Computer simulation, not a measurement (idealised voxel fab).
process module | voxel released beams
cross-section cut | 145 nm wide | cells 5 nm
A cross-section is a grid of square cells, given in bands from the top down. A band is one or more rows of cells.
Each band's line starts with the height of the band's top and of its bottom, in nm. Then come its materials from left to right, each with its width in nm. One material with "throughout" fills the band from edge to edge. "air" is empty space.
Height 0 is the level under which the wafer as received is all one material. The lowest band goes on downwards, as in "0 down".
A width such as "30 to 40" changes by the same amount from each row of cells to the next, from the band's top row to its bottom row.
"no change" after a step means that no cell of the cross-section changed.
closed voids: empty space of 8 cells or more with no open way to the top, each as width x height at its distance from the left edge, in nm
after a step's settings: what the simulator itself notes on the step
overlay nm, on a step with a mask: how far to the right of its planned place the mask lay; to the left if negative
plan
1 op RECEIVE | material Si
2 op CONFORMAL_DEP | material Al2O3 | thk nm 10
3 op DIRECTIONAL_DEP | material SiO2 | thk nm 20
4 op DIRECTIONAL_DEP | material aC | thk nm 15
5 op PATTERN | tone open | mask id ANCHOR | material resist | width nm 25 | thk nm 30 | overlay nm 0
6 op DIRECTIONAL_ETCH | etch materials aC | depth nm 15
7 op STRIP | etch materials resist
8 op DIRECTIONAL_ETCH | etch materials SiO2 | depth nm 20
9 op STRIP | etch materials aC
10 op CONFORMAL_DEP | material SiN | thk nm 10
11 op PATTERN | tone cover | mask id BEAM | material resist | width nm 80 | thk nm 15 | overlay nm 0
12 op DIRECTIONAL_ETCH | etch materials SiN | depth nm 10
13 op STRIP | etch materials resist
14 op STRIP | etch materials SiO2
as received, after step 1
  0 down: Si throughout
  closed voids: none
a wafer at the end: this start, this plan, one mistake
  30 to 20: air 30 | SiN 15 | air 5 | SiN 60 | air 35
  20 to 10: air 35 | SiN 10 | air 5 | SiN 10 | air 85
  10 to 0: air 35 | SiN 25 | air 85
  0 down: Si throughout
  closed voids: none
what went wrong: step 2 was left out
